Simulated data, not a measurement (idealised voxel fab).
This section sets out a process module, namely voxel gate over fins.
In the cross-section labelled cut, the width is 235 nm and each square cell is 5 nm.
We lay out every cross-section as a grid of square cells and spell it out in bands from the top down, where one band means one or more rows of cells. Per band: top height and bottom height in nm, followed by the left-to-right materials and their widths in nm; "everywhere" marks a single material spanning edge to edge, "blank" marks empty space. Heights are expressed relative to 0, this being the level below which the as-received wafer comprises one material exclusively. The lowest band is unbounded in the downward direction and is denoted as in "z 0 and below". The two numbers in a width such as "30 to 40" mark its ends across the band: the first belongs to the top row of cells, the second to the bottom row, and from each row to the next the width moves by the same amount. Basically "remained the same" means that step didn't change any cell in the cross-section. Each empty space that has no open way to the top and spans at least 8 cells appears under "Closed-off voids" as width x height at distance, the distance counted from the left edge, all in nm. Whatever follows a step's settings on its line is a remark the simulator itself makes about that step. Among the settings permitted on a step's line is "overlay nm"; applied to a step with a mask, it specifies the extent to which the mask lay to the right of its planned position, whereas a negative figure signifies a position to the left.

### Process steps - plan
1) op RECEIVE | material Si
2) op CONFORMAL_DEP | material SiN | thk nm 10
3) op PATTERN | tone cover | mask id FINS | material resist | width nm 15 | pitch nm 55 | thk nm 15 | overlay nm 0
4) op DIRECTIONAL_ETCH | etch materials SiN | depth nm 10
5) op DIRECTIONAL_ETCH | etch materials Si | depth nm 40
6) op STRIP | etch materials resist
7) op OXIDIZE | depth nm 5
8) op FILL_DEP | material SiO2 | thk nm 5
9) op CMP | height nm 10
10) op DIRECTIONAL_DEP | material aC | thk nm 15
11) op PATTERN | tone open | mask id RAIL | material resist | width nm 15 | thk nm 30 | overlay nm 0
12) op DIRECTIONAL_ETCH | etch materials aC | depth nm 15
13) op STRIP | etch materials resist
14) op DIRECTIONAL_ETCH | etch materials SiO2 | depth nm 45
15) op STRIP | etch materials aC
16) op CONFORMAL_DEP | material TiN | thk nm 5
17) op FILL_DEP | material Ru | thk nm 10
18) op CMP | height nm 10
19) op SELECTIVE_ETCH | etch materials W Ru TiN | depth nm 30
20) op FILL_DEP | material SiO2 | thk nm 5
21) op CMP | height nm 10
22) op SELECTIVE_ETCH | etch materials SiO2 | depth nm 25
23) op STRIP | etch materials SiN
24) op CONFORMAL_DEP | material HfO2 | thk nm 5
25) op CONFORMAL_DEP | material TiN | thk nm 5
26) op FILL_DEP | material W | thk nm 10
27) op CMP | height nm 15
28) op CONFORMAL_DEP | material SiN | thk nm 10

### First wafer, two in total, run as planned

### The cross-section here shows the wafer as received, i.e. in its state after step 1
- z 0 and below = Si everywhere
- Closed-off voids: none

### You're looking at a cross-section of the wafer after step 2
- z 10 to 0 = SiN everywhere
- No changes below 0.

### You're looking at a cross-section of the wafer after step 3
- z 25 to 10 = 55 nm blank | 15 nm resist | 40 nm blank | 15 nm resist | 40 nm blank | 15 nm resist | 55 nm blank
- No changes below 10.

### You're looking at a cross-section of the wafer after step 4
- z 25 to 10 = 55 nm blank | 15 nm resist | 40 nm blank | 15 nm resist | 40 nm blank | 15 nm resist | 55 nm blank
- z 10 to 0 = 55 nm blank | 15 nm SiN | 40 nm blank | 15 nm SiN | 40 nm blank | 15 nm SiN | 55 nm blank
- No changes below 0.

### You're looking at a cross-section of the wafer after step 5
- z 25 to 10 = 55 nm blank | 15 nm resist | 40 nm blank | 15 nm resist | 40 nm blank | 15 nm resist | 55 nm blank
- z 10 to 0 = 55 nm blank | 15 nm SiN | 40 nm blank | 15 nm SiN | 40 nm blank | 15 nm SiN | 55 nm blank
- z 0 to -40 = 55 nm blank | 15 nm Si | 40 nm blank | 15 nm Si | 40 nm blank | 15 nm Si | 55 nm blank
- No changes below -40.

### You're looking at a cross-section of the wafer after step 6
- z 10 to 0 = 55 nm blank | 15 nm SiN | 40 nm blank | 15 nm SiN | 40 nm blank | 15 nm SiN | 55 nm blank
- No changes below 0.

### You're looking at a cross-section of the wafer after step 7
- z 10 to 0 = 55 nm blank | 15 nm SiN | 40 nm blank | 15 nm SiN | 40 nm blank | 15 nm SiN | 55 nm blank
- z 0 to -40 = 55 nm blank | 5 nm SiO2 | 5 nm Si | 5 nm SiO2 | 40 nm blank | 5 nm SiO2 | 5 nm Si | 5 nm SiO2 | 40 nm blank | 5 nm SiO2 | 5 nm Si | 5 nm SiO2 | 55 nm blank
- z -40 to -45 = 60 nm SiO2 | 5 nm Si | 50 nm SiO2 | 5 nm Si | 50 nm SiO2 | 5 nm Si | 60 nm SiO2
- No changes below -45.

### You're looking at a cross-section of the wafer after step 8
- z 15 to 10 = SiO2 everywhere
- z 10 to 0 = 55 nm SiO2 | 15 nm SiN | 40 nm SiO2 | 15 nm SiN | 40 nm SiO2 | 15 nm SiN | 55 nm SiO2
- z 0 to -45 = 60 nm SiO2 | 5 nm Si | 50 nm SiO2 | 5 nm Si | 50 nm SiO2 | 5 nm Si | 60 nm SiO2
- No changes below -45.

### You're looking at a cross-section of the wafer after step 9
- z 10 to 0 = 55 nm SiO2 | 15 nm SiN | 40 nm SiO2 | 15 nm SiN | 40 nm SiO2 | 15 nm SiN | 55 nm SiO2
- No changes below 0.

### You're looking at a cross-section of the wafer after step 10
- z 25 to 10 = aC everywhere
- No changes below 10.

### You're looking at a cross-section of the wafer after step 11
- z 55 to 25 = 80 nm resist | 15 nm blank | 140 nm resist
- No changes below 25.

### You're looking at a cross-section of the wafer after step 12
- z 40 to 25 = 80 nm resist | 15 nm blank | 140 nm resist
- z 25 to 10 = 80 nm aC | 15 nm blank | 140 nm aC
- No changes below 10.

### You're looking at a cross-section of the wafer after step 13
- z 25 to 10 = 80 nm aC | 15 nm blank | 140 nm aC
- No changes below 10.

### You're looking at a cross-section of the wafer after step 14
- z 25 to 10 = 80 nm aC | 15 nm blank | 140 nm aC
- z 10 to 0 = 55 nm SiO2 | 15 nm SiN | 10 nm SiO2 | 15 nm blank | 15 nm SiO2 | 15 nm SiN | 40 nm SiO2 | 15 nm SiN | 55 nm SiO2
- z 0 to -35 = 60 nm SiO2 | 5 nm Si | 15 nm SiO2 | 15 nm blank | 20 nm SiO2 | 5 nm Si | 50 nm SiO2 | 5 nm Si | 60 nm SiO2
- No changes below -35.

### You're looking at a cross-section of the wafer after step 15
- z 10 to 0 = 55 nm SiO2 | 15 nm SiN | 10 nm SiO2 | 15 nm blank | 15 nm SiO2 | 15 nm SiN | 40 nm SiO2 | 15 nm SiN | 55 nm SiO2
- No changes below 0.

### You're looking at a cross-section of the wafer after step 16
- z 15 to 10 = 85 nm TiN | 5 nm blank | 145 nm TiN
- z 10 to 0 = 55 nm SiO2 | 15 nm SiN | 10 nm SiO2 | 5 nm TiN | 5 nm blank | 5 nm TiN | 15 nm SiO2 | 15 nm SiN | 40 nm SiO2 | 15 nm SiN | 55 nm SiO2
- z 0 to -30 = 60 nm SiO2 | 5 nm Si | 15 nm SiO2 | 5 nm TiN | 5 nm blank | 5 nm TiN | 20 nm SiO2 | 5 nm Si | 50 nm SiO2 | 5 nm Si | 60 nm SiO2
- z -30 to -35 = 60 nm SiO2 | 5 nm Si | 15 nm SiO2 | 15 nm TiN | 20 nm SiO2 | 5 nm Si | 50 nm SiO2 | 5 nm Si | 60 nm SiO2
- No changes below -35.

### You're looking at a cross-section of the wafer after step 17
- z 25 to 15 = Ru everywhere
- z 15 to 10 = 85 nm TiN | 5 nm Ru | 145 nm TiN
- z 10 to 0 = 55 nm SiO2 | 15 nm SiN | 10 nm SiO2 | 5 nm TiN | 5 nm Ru | 5 nm TiN | 15 nm SiO2 | 15 nm SiN | 40 nm SiO2 | 15 nm SiN | 55 nm SiO2
- z 0 to -30 = 60 nm SiO2 | 5 nm Si | 15 nm SiO2 | 5 nm TiN | 5 nm Ru | 5 nm TiN | 20 nm SiO2 | 5 nm Si | 50 nm SiO2 | 5 nm Si | 60 nm SiO2
- No changes below -30.

### You're looking at a cross-section of the wafer after step 18
- z 10 to 0 = 55 nm SiO2 | 15 nm SiN | 10 nm SiO2 | 5 nm TiN | 5 nm Ru | 5 nm TiN | 15 nm SiO2 | 15 nm SiN | 40 nm SiO2 | 15 nm SiN | 55 nm SiO2
- No changes below 0.

### You're looking at a cross-section of the wafer after step 19
- z 10 to 0 = 55 nm SiO2 | 15 nm SiN | 10 nm SiO2 | 15 nm blank | 15 nm SiO2 | 15 nm SiN | 40 nm SiO2 | 15 nm SiN | 55 nm SiO2
- z 0 to -20 = 60 nm SiO2 | 5 nm Si | 15 nm SiO2 | 15 nm blank | 20 nm SiO2 | 5 nm Si | 50 nm SiO2 | 5 nm Si | 60 nm SiO2
- No changes below -20.

### You're looking at a cross-section of the wafer after step 20
- z 15 to 10 = SiO2 everywhere
- z 10 to 0 = 55 nm SiO2 | 15 nm SiN | 40 nm SiO2 | 15 nm SiN | 40 nm SiO2 | 15 nm SiN | 55 nm SiO2
- z 0 to -20 = 60 nm SiO2 | 5 nm Si | 50 nm SiO2 | 5 nm Si | 50 nm SiO2 | 5 nm Si | 60 nm SiO2
- No changes below -20.

### You're looking at a cross-section of the wafer after step 21
- z 10 to 0 = 55 nm SiO2 | 15 nm SiN | 40 nm SiO2 | 15 nm SiN | 40 nm SiO2 | 15 nm SiN | 55 nm SiO2
- No changes below 0.

### You're looking at a cross-section of the wafer after step 22
- z 10 to 0 = 55 nm blank | 15 nm SiN | 40 nm blank | 15 nm SiN | 40 nm blank | 15 nm SiN | 55 nm blank
- z 0 to -15 = 60 nm blank | 5 nm Si | 50 nm blank | 5 nm Si | 50 nm blank | 5 nm Si | 60 nm blank
- No changes below -15.

### You're looking at a cross-section of the wafer after step 23
- z 0 to -15 = 60 nm blank | 5 nm Si | 50 nm blank | 5 nm Si | 50 nm blank | 5 nm Si | 60 nm blank
- No changes below -15.

### You're looking at a cross-section of the wafer after step 24
- z 5 to 0 = 55 nm blank | 15 nm HfO2 | 40 nm blank | 15 nm HfO2 | 40 nm blank | 15 nm HfO2 | 55 nm blank
- z 0 to -10 = 55 nm blank | 5 nm HfO2 | 5 nm Si | 5 nm HfO2 | 40 nm blank | 5 nm HfO2 | 5 nm Si | 5 nm HfO2 | 40 nm blank | 5 nm HfO2 | 5 nm Si | 5 nm HfO2 | 55 nm blank
- z -10 to -15 = 60 nm HfO2 | 5 nm Si | 50 nm HfO2 | 5 nm Si | 50 nm HfO2 | 5 nm Si | 60 nm HfO2
- No changes below -15.

### You're looking at a cross-section of the wafer after step 25
- z 10 to 5 = 50 nm blank | 25 nm TiN | 30 nm blank | 25 nm TiN | 30 nm blank | 25 nm TiN | 50 nm blank
- z 5 to 0 = 50 nm blank | 5 nm TiN | 15 nm HfO2 | 5 nm TiN | 30 nm blank | 5 nm TiN | 15 nm HfO2 | 5 nm TiN | 30 nm blank | 5 nm TiN | 15 nm HfO2 | 5 nm TiN | 50 nm blank
- z 0 to -5 = 50 nm blank | 5 nm TiN | 5 nm HfO2 | 5 nm Si | 5 nm HfO2 | 5 nm TiN | 30 nm blank | 5 nm TiN | 5 nm HfO2 | 5 nm Si | 5 nm HfO2 | 5 nm TiN | 30 nm blank | 5 nm TiN | 5 nm HfO2 | 5 nm Si | 5 nm HfO2 | 5 nm TiN | 50 nm blank
- z -5 to -10 = 55 nm TiN | 5 nm HfO2 | 5 nm Si | 5 nm HfO2 | 40 nm TiN | 5 nm HfO2 | 5 nm Si | 5 nm HfO2 | 40 nm TiN | 5 nm HfO2 | 5 nm Si | 5 nm HfO2 | 55 nm TiN
- No changes below -10.

### You're looking at a cross-section of the wafer after step 26
- z 20 to 10 = W everywhere
- z 10 to 5 = 50 nm W | 25 nm TiN | 30 nm W | 25 nm TiN | 30 nm W | 25 nm TiN | 50 nm W
- z 5 to 0 = 50 nm W | 5 nm TiN | 15 nm HfO2 | 5 nm TiN | 30 nm W | 5 nm TiN | 15 nm HfO2 | 5 nm TiN | 30 nm W | 5 nm TiN | 15 nm HfO2 | 5 nm TiN | 50 nm W
- z 0 to -5 = 50 nm W | 5 nm TiN | 5 nm HfO2 | 5 nm Si | 5 nm HfO2 | 5 nm TiN | 30 nm W | 5 nm TiN | 5 nm HfO2 | 5 nm Si | 5 nm HfO2 | 5 nm TiN | 30 nm W | 5 nm TiN | 5 nm HfO2 | 5 nm Si | 5 nm HfO2 | 5 nm TiN | 50 nm W
- No changes below -5.

### You're looking at a cross-section of the wafer after step 27
- z 15 to 10 = W everywhere
- No changes below 10.

### You're looking at a cross-section of the wafer after step 28
- z 25 to 15 = SiN everywhere
- No changes below 15.

### Second wafer, same starting conditions and recipe as the first, one mistake in executing it, nothing differs from the first up to and including step 10

### Second wafer cross-section, taken as of the time the plan sets for step 11 to be done
- z 55 to 25 = 80 nm blank | 15 nm resist | 140 nm blank
- No changes below 25.

### Second wafer cross-section, taken as of the time the plan sets for step 12 to be done
- z 40 to 25 = 80 nm blank | 15 nm resist | 140 nm blank
- z 25 to 10 = 80 nm blank | 15 nm aC | 140 nm blank
- No changes below 10.

### Second wafer cross-section, taken as of the time the plan sets for step 13 to be done
- z 25 to 10 = 80 nm blank | 15 nm aC | 140 nm blank
- No changes below 10.

### Second wafer cross-section, taken as of the time the plan sets for step 14 to be done
- z 25 to 10 = 80 nm blank | 15 nm aC | 140 nm blank
- z 10 to 0 = 55 nm blank | 15 nm SiN | 10 nm blank | 15 nm SiO2 | 15 nm blank | 15 nm SiN | 40 nm blank | 15 nm SiN | 55 nm blank
- z 0 to -35 = 55 nm blank | 5 nm SiO2 | 5 nm Si | 5 nm SiO2 | 10 nm blank | 15 nm SiO2 | 15 nm blank | 5 nm SiO2 | 5 nm Si | 5 nm SiO2 | 40 nm blank | 5 nm SiO2 | 5 nm Si | 5 nm SiO2 | 55 nm blank
- No changes below -35.

### Second wafer cross-section, taken as of the time the plan sets for step 15 to be done
- z 10 to 0 = 55 nm blank | 15 nm SiN | 10 nm blank | 15 nm SiO2 | 15 nm blank | 15 nm SiN | 40 nm blank | 15 nm SiN | 55 nm blank
- No changes below 0.

### Second wafer cross-section, taken as of the time the plan sets for step 16 to be done
- z 15 to 10 = 50 nm blank | 50 nm TiN | 5 nm blank | 25 nm TiN | 30 nm blank | 25 nm TiN | 50 nm blank
- z 10 to 0 = 50 nm blank | 5 nm TiN | 15 nm SiN | 10 nm TiN | 15 nm SiO2 | 5 nm TiN | 5 nm blank | 5 nm TiN | 15 nm SiN | 5 nm TiN | 30 nm blank | 5 nm TiN | 15 nm SiN | 5 nm TiN | 50 nm blank
- z 0 to -30 = 50 nm blank | 5 nm TiN | 5 nm SiO2 | 5 nm Si | 5 nm SiO2 | 10 nm TiN | 15 nm SiO2 | 5 nm TiN | 5 nm blank | 5 nm TiN | 5 nm SiO2 | 5 nm Si | 5 nm SiO2 | 5 nm TiN | 30 nm blank | 5 nm TiN | 5 nm SiO2 | 5 nm Si | 5 nm SiO2 | 5 nm TiN | 50 nm blank
- z -30 to -35 = 55 nm TiN | 5 nm SiO2 | 5 nm Si | 5 nm SiO2 | 10 nm TiN | 15 nm SiO2 | 15 nm TiN | 5 nm SiO2 | 5 nm Si | 5 nm SiO2 | 40 nm TiN | 5 nm SiO2 | 5 nm Si | 5 nm SiO2 | 55 nm TiN
- No changes below -35.

### Second wafer cross-section, taken as of the time the plan sets for step 17 to be done
- z 25 to 15 = Ru everywhere
- z 15 to 10 = 50 nm Ru | 50 nm TiN | 5 nm Ru | 25 nm TiN | 30 nm Ru | 25 nm TiN | 50 nm Ru
- z 10 to 0 = 50 nm Ru | 5 nm TiN | 15 nm SiN | 10 nm TiN | 15 nm SiO2 | 5 nm TiN | 5 nm Ru | 5 nm TiN | 15 nm SiN | 5 nm TiN | 30 nm Ru | 5 nm TiN | 15 nm SiN | 5 nm TiN | 50 nm Ru
- z 0 to -30 = 50 nm Ru | 5 nm TiN | 5 nm SiO2 | 5 nm Si | 5 nm SiO2 | 10 nm TiN | 15 nm SiO2 | 5 nm TiN | 5 nm Ru | 5 nm TiN | 5 nm SiO2 | 5 nm Si | 5 nm SiO2 | 5 nm TiN | 30 nm Ru | 5 nm TiN | 5 nm SiO2 | 5 nm Si | 5 nm SiO2 | 5 nm TiN | 50 nm Ru
- No changes below -30.

### Second wafer cross-section, taken as of the time the plan sets for step 18 to be done
- z 10 to 0 = 50 nm Ru | 5 nm TiN | 15 nm SiN | 10 nm TiN | 15 nm SiO2 | 5 nm TiN | 5 nm Ru | 5 nm TiN | 15 nm SiN | 5 nm TiN | 30 nm Ru | 5 nm TiN | 15 nm SiN | 5 nm TiN | 50 nm Ru
- No changes below 0.

### Second wafer cross-section, taken as of the time the plan sets for step 19 to be done
- z 10 to 0 = 55 nm blank | 15 nm SiN | 10 nm blank | 15 nm SiO2 | 15 nm blank | 15 nm SiN | 40 nm blank | 15 nm SiN | 55 nm blank
- z 0 to -20 = 55 nm blank | 5 nm SiO2 | 5 nm Si | 5 nm SiO2 | 10 nm blank | 15 nm SiO2 | 15 nm blank | 5 nm SiO2 | 5 nm Si | 5 nm SiO2 | 40 nm blank | 5 nm SiO2 | 5 nm Si | 5 nm SiO2 | 55 nm blank
- No changes below -20.

### Second wafer cross-section, taken as of the time the plan sets for step 20 to be done
- z 15 to 10 = SiO2 everywhere
- z 10 to 0 = 55 nm SiO2 | 15 nm SiN | 40 nm SiO2 | 15 nm SiN | 40 nm SiO2 | 15 nm SiN | 55 nm SiO2
- z 0 to -20 = 60 nm SiO2 | 5 nm Si | 50 nm SiO2 | 5 nm Si | 50 nm SiO2 | 5 nm Si | 60 nm SiO2
- No changes below -20.

### Second wafer cross-section, taken as of the time the plan sets for step 21 to be done
- z 10 to 0 = 55 nm SiO2 | 15 nm SiN | 40 nm SiO2 | 15 nm SiN | 40 nm SiO2 | 15 nm SiN | 55 nm SiO2
- No changes below 0.

### Second wafer cross-section, taken as of the time the plan sets for step 22 to be done
- z 10 to 0 = 55 nm blank | 15 nm SiN | 40 nm blank | 15 nm SiN | 40 nm blank | 15 nm SiN | 55 nm blank
- z 0 to -15 = 60 nm blank | 5 nm Si | 50 nm blank | 5 nm Si | 50 nm blank | 5 nm Si | 60 nm blank
- No changes below -15.

### Second wafer cross-section, taken as of the time the plan sets for step 23 to be done
- z 0 to -15 = 60 nm blank | 5 nm Si | 50 nm blank | 5 nm Si | 50 nm blank | 5 nm Si | 60 nm blank
- No changes below -15.

### Second wafer cross-section, taken as of the time the plan sets for step 24 to be done
- z 5 to 0 = 55 nm blank | 15 nm HfO2 | 40 nm blank | 15 nm HfO2 | 40 nm blank | 15 nm HfO2 | 55 nm blank
- z 0 to -10 = 55 nm blank | 5 nm HfO2 | 5 nm Si | 5 nm HfO2 | 40 nm blank | 5 nm HfO2 | 5 nm Si | 5 nm HfO2 | 40 nm blank | 5 nm HfO2 | 5 nm Si | 5 nm HfO2 | 55 nm blank
- z -10 to -15 = 60 nm HfO2 | 5 nm Si | 50 nm HfO2 | 5 nm Si | 50 nm HfO2 | 5 nm Si | 60 nm HfO2
- No changes below -15.

### Second wafer cross-section, taken as of the time the plan sets for step 25 to be done
- z 10 to 5 = 50 nm blank | 25 nm TiN | 30 nm blank | 25 nm TiN | 30 nm blank | 25 nm TiN | 50 nm blank
- z 5 to 0 = 50 nm blank | 5 nm TiN | 15 nm HfO2 | 5 nm TiN | 30 nm blank | 5 nm TiN | 15 nm HfO2 | 5 nm TiN | 30 nm blank | 5 nm TiN | 15 nm HfO2 | 5 nm TiN | 50 nm blank
- z 0 to -5 = 50 nm blank | 5 nm TiN | 5 nm HfO2 | 5 nm Si | 5 nm HfO2 | 5 nm TiN | 30 nm blank | 5 nm TiN | 5 nm HfO2 | 5 nm Si | 5 nm HfO2 | 5 nm TiN | 30 nm blank | 5 nm TiN | 5 nm HfO2 | 5 nm Si | 5 nm HfO2 | 5 nm TiN | 50 nm blank
- z -5 to -10 = 55 nm TiN | 5 nm HfO2 | 5 nm Si | 5 nm HfO2 | 40 nm TiN | 5 nm HfO2 | 5 nm Si | 5 nm HfO2 | 40 nm TiN | 5 nm HfO2 | 5 nm Si | 5 nm HfO2 | 55 nm TiN
- No changes below -10.

### Second wafer cross-section, taken as of the time the plan sets for step 26 to be done
- z 20 to 10 = W everywhere
- z 10 to 5 = 50 nm W | 25 nm TiN | 30 nm W | 25 nm TiN | 30 nm W | 25 nm TiN | 50 nm W
- z 5 to 0 = 50 nm W | 5 nm TiN | 15 nm HfO2 | 5 nm TiN | 30 nm W | 5 nm TiN | 15 nm HfO2 | 5 nm TiN | 30 nm W | 5 nm TiN | 15 nm HfO2 | 5 nm TiN | 50 nm W
- z 0 to -5 = 50 nm W | 5 nm TiN | 5 nm HfO2 | 5 nm Si | 5 nm HfO2 | 5 nm TiN | 30 nm W | 5 nm TiN | 5 nm HfO2 | 5 nm Si | 5 nm HfO2 | 5 nm TiN | 30 nm W | 5 nm TiN | 5 nm HfO2 | 5 nm Si | 5 nm HfO2 | 5 nm TiN | 50 nm W
- No changes below -5.

### Second wafer cross-section, taken as of the time the plan sets for step 27 to be done
- z 15 to 10 = W everywhere
- No changes below 10.

### Second wafer cross-section, taken as of the time the plan sets for step 28 to be done
- z 25 to 15 = SiN everywhere
- No changes below 15.
So what did we get wrong on this run? rather than as planned, step 11 actually ran as op PATTERN | tone cover | mask id RAIL | material resist | width nm 15 | thk nm 30 | overlay nm 0
Final wafer comparison in cells, second versus first, more or fewer per material: 52 more of Ru, 96 fewer of SiO2, 44 more of TiN
